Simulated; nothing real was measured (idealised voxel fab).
Module name: voxel ribs on slabs (process module)
cross-section cut | 260 nm wide | cells 5 nm
Heads up, the way a cross-section reads in here is a grid of square cells, handed over as bands from the top down, with every band being one or more rows of cells. Band: top height; bottom height; in nm. Then, left to right: material with width in nm, for each material. "full width": a single material spanning edge to edge. "air": empty space. Below 0: as-received wafer, all one material; heights counted from there. Lowest band: no bottom, goes on down, written "0 and below". When a width is written as two numbers, as in "30->40", the first number is the width in the top row of cells of the band and the second is the width in its bottom row, and the width changes by the same amount from each row to the next. Reading "same as before" for a step: not a cell of the cross-section changed in it. Under "Trapped voids" you'll find the enclosed gaps, the ones with no way out to the top, that are 8 cells or bigger; each reads width x height at distance, with distance counted from the left edge, everything in nm. Formally, on a step line, whatever follows the settings is a remark that the simulator itself makes on the step. On any step carrying a mask, the "overlay nm" setting, if present on the step's line, tells how far right of its planned place the mask lay; negative values point to the left.

### Below is the list of planned process steps
1. RECEIVE,material Si
2. DIRECTIONAL_DEP,material SiO2,thk nm 20
3. DIRECTIONAL_DEP,material polySi,thk nm 25
4. MASKED_ETCH,tone cover,mask id RIB,width nm 15,etch materials polySi,depth nm 20,overlay nm 0
5. PATTERN,tone cover,mask id SLAB,material resist,width nm 75,thk nm 20,overlay nm 0
6. DIRECTIONAL_ETCH,etch materials polySi,depth nm 5
7. STRIP,etch materials resist
8. FILL_DEP,material SiO2,thk nm 25
9. CMP,height nm 65
10. DIRECTIONAL_DEP,material W,thk nm 5
11. MASKED_ETCH,tone cover,mask id HEATER,width nm 25,etch materials W,depth nm 5,overlay nm 0
12. CONFORMAL_DEP,material SiN,thk nm 5

### First of the two wafers, run per plan

### As-received wafer cross-section (after step 1)
> 0 and below = Si full width
> Trapped voids: none

### Presented here is a cross-section of the wafer after step 2 has been performed
> 20 down to 0 = SiO2 full width
> Rest of section, below 0: as before.

### Presented here is a cross-section of the wafer after step 3 has been performed
> 45 down to 20 = polySi full width
> Rest of section, below 20: as before.

### Presented here is a cross-section of the wafer after step 4 has been performed
> 45 down to 25 = air (120), then polySi (15), then air (125)
> Rest of section, below 25: as before.

### Presented here is a cross-section of the wafer after step 5 has been performed
> 65 down to 45 = air (90), then resist (75), then air (95)
> 45 down to 25 = air (90), then resist (30), then polySi (15), then resist (30), then air (95)
> Rest of section, below 25: as before.

### Presented here is a cross-section of the wafer after step 6 has been performed
> 65 down to 45 = air (90), then resist (75), then air (95)
> 45 down to 25 = air (90), then resist (30), then polySi (15), then resist (30), then air (95)
> 25 down to 20 = air (90), then polySi (75), then air (95)
> Rest of section, below 20: as before.

### Presented here is a cross-section of the wafer after step 7 has been performed
> 45 down to 25 = air (120), then polySi (15), then air (125)
> Rest of section, below 25: as before.

### Presented here is a cross-section of the wafer after step 8 has been performed
> 70 down to 45 = SiO2 full width
> 45 down to 25 = SiO2 (120), then polySi (15), then SiO2 (125)
> 25 down to 20 = SiO2 (90), then polySi (75), then SiO2 (95)
> Rest of section, below 20: as before.

### Presented here is a cross-section of the wafer after step 9 has been performed
> 65 down to 45 = SiO2 full width
> Rest of section, below 45: as before.

### Presented here is a cross-section of the wafer after step 10 has been performed
> 70 down to 65 = W full width
> Rest of section, below 65: as before.

### Presented here is a cross-section of the wafer after step 11 has been performed
> 70 down to 65 = air (115), then W (25), then air (120)
> Rest of section, below 65: as before.

### Presented here is a cross-section of the wafer after step 12 has been performed
> 75 down to 70 = air (110), then SiN (35), then air (115)
> 70 down to 65 = SiN (115), then W (25), then SiN (120)
> Rest of section, below 65: as before.

### Second wafer, same starting conditions and recipe as the first, one mistake in executing it, nothing differs from the first up to and including step 2

### Cross-section of the second wafer when, according to plan, step 3 should have finished
> 70 down to 20 = polySi full width
> Rest of section, below 20: as before.

### Cross-section of the second wafer when, according to plan, step 4 should have finished
> 70 down to 50 = air (120), then polySi (15), then air (125)
> Rest of section, below 50: as before.

### Cross-section of the second wafer when, according to plan, step 5 should have finished
> 90 down to 70 = air (90), then resist (75), then air (95)
> 70 down to 50 = air (90), then resist (30), then polySi (15), then resist (30), then air (95)
> Rest of section, below 50: as before.

### Cross-section of the second wafer when, according to plan, step 6 should have finished
> 90 down to 70 = air (90), then resist (75), then air (95)
> 70 down to 50 = air (90), then resist (30), then polySi (15), then resist (30), then air (95)
> 50 down to 45 = air (90), then polySi (75), then air (95)
> Rest of section, below 45: as before.

### Cross-section of the second wafer when, according to plan, step 7 should have finished
> 70 down to 50 = air (120), then polySi (15), then air (125)
> Rest of section, below 50: as before.

### Cross-section of the second wafer when, according to plan, step 8 should have finished
> 95 down to 70 = SiO2 full width
> 70 down to 50 = SiO2 (120), then polySi (15), then SiO2 (125)
> 50 down to 45 = SiO2 (90), then polySi (75), then SiO2 (95)
> Rest of section, below 45: as before.

### Cross-section of the second wafer when, according to plan, step 9 should have finished
> 65 down to 50 = SiO2 (120), then polySi (15), then SiO2 (125)
> Rest of section, below 50: as before.

### Cross-section of the second wafer when, according to plan, step 10 should have finished
> 70 down to 65 = W full width
> Rest of section, below 65: as before.

### Cross-section of the second wafer when, according to plan, step 11 should have finished
> 70 down to 65 = air (115), then W (25), then air (120)
> Rest of section, below 65: as before.

### Cross-section of the second wafer when, according to plan, step 12 should have finished
> 75 down to 70 = air (110), then SiN (35), then air (115)
> 70 down to 65 = SiN (115), then W (25), then SiN (120)
> Rest of section, below 65: as before.
What went wrong in running the wafer? step 3 from the plan got run twice
The closing comparison, in cells, has the second wafer with more or fewer of some materials than the first: SiO2: 257 fewer, polySi: 257 more
